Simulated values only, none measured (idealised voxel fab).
Documented hereafter: the process module known as voxel trench capacitor.
Cross-section cut spans 270 nm and uses square cells 5 nm in size.
Just so we're on the same page, the cross-sections are grids of square cells, and they're listed out in bands top to bottom, each band one or more rows deep. This entry defines a band. It first specifies the height of the band's top and the height of its bottom in nm, and then specifies the band's materials from left to right, stating each material with its width in nm. The word "throughout" identifies a single material that fills the band from edge to edge, while the word "air" identifies empty space. Heights are expressed relative to 0, this being the level below which the as-received wafer comprises one material exclusively. The lowest band is unbounded in the downward direction and is denoted as in "0 down". Width "30..40": first value at the band's top row of cells, second value at its bottom row, equal change from row to row. Any step labelled "nothing got changed" changed none of the cells in the cross-section. "Closed empty spaces" specifies each empty space that is not open to the top and that occupies no fewer than 8 cells, using the form width x height at distance, the distance measured from the left edge and all three quantities in nm. If you see something after the settings on a step's line, that's the simulator's own remark about that step. "overlay nm" answers the question of how far to the right of plan the mask lay on a step that has a mask, and when it is negative the answer is to the left.

So here's the lineup of process steps we planned
1. op RECEIVE | material Si
2. op CONFORMAL_DEP | material SiN | thk nm 10
3. op MASKED_ETCH | tone open | mask id TRENCH | width nm 30 | pitch nm 60 | etch materials SiN | depth nm 10 | overlay nm 0
4. op MASKED_ETCH | tone open | mask id TRENCH | width nm 30 | pitch nm 60 | etch materials Si | depth nm 40 | overlay nm 0
5. op CONFORMAL_DEP | material Al2O3 | thk nm 5
6. op CONFORMAL_DEP | material TiN | thk nm 5
7. op FILL_DEP | material W | thk nm 5
8. op CMP | height nm 10

Received-state cross-section, reflecting completion of step 1
	0 down: Si throughout
	Closed empty spaces: none

Below is the wafer in cross-section after the module was completed. It began from the starting point shown above and followed the plan shown above, except that one mistake was made while running it
	25 to 20: W throughout
	20 to 15: TiN: 70 / W: 10 / TiN: 50 / W: 10 / TiN: 50 / W: 10 / TiN: 70
	15 to 10: Al2O3: 65 / TiN: 5 / W: 10 / TiN: 5 / Al2O3: 40 / TiN: 5 / W: 10 / TiN: 5 / Al2O3: 40 / TiN: 5 / W: 10 / TiN: 5 / Al2O3: 65
	10 to 0: SiN: 60 / Al2O3: 5 / TiN: 5 / W: 10 / TiN: 5 / Al2O3: 5 / SiN: 30 / Al2O3: 5 / TiN: 5 / W: 10 / TiN: 5 / Al2O3: 5 / SiN: 30 / Al2O3: 5 / TiN: 5 / W: 10 / TiN: 5 / Al2O3: 5 / SiN: 60
	0 to -30: Si: 60 / Al2O3: 5 / TiN: 5 / W: 10 / TiN: 5 / Al2O3: 5 / Si: 30 / Al2O3: 5 / TiN: 5 / W: 10 / TiN: 5 / Al2O3: 5 / Si: 30 / Al2O3: 5 / TiN: 5 / W: 10 / TiN: 5 / Al2O3: 5 / Si: 60
	-30 to -35: Si: 60 / Al2O3: 5 / TiN: 20 / Al2O3: 5 / Si: 30 / Al2O3: 5 / TiN: 20 / Al2O3: 5 / Si: 30 / Al2O3: 5 / TiN: 20 / Al2O3: 5 / Si: 60
	-35 to -40: Si: 60 / Al2O3: 30 / Si: 30 / Al2O3: 30 / Si: 30 / Al2O3: 30 / Si: 60
	-40 down: Si throughout
	Closed empty spaces: none
Short version of what went wrong: step 8 of the plan was excluded from execution and never run
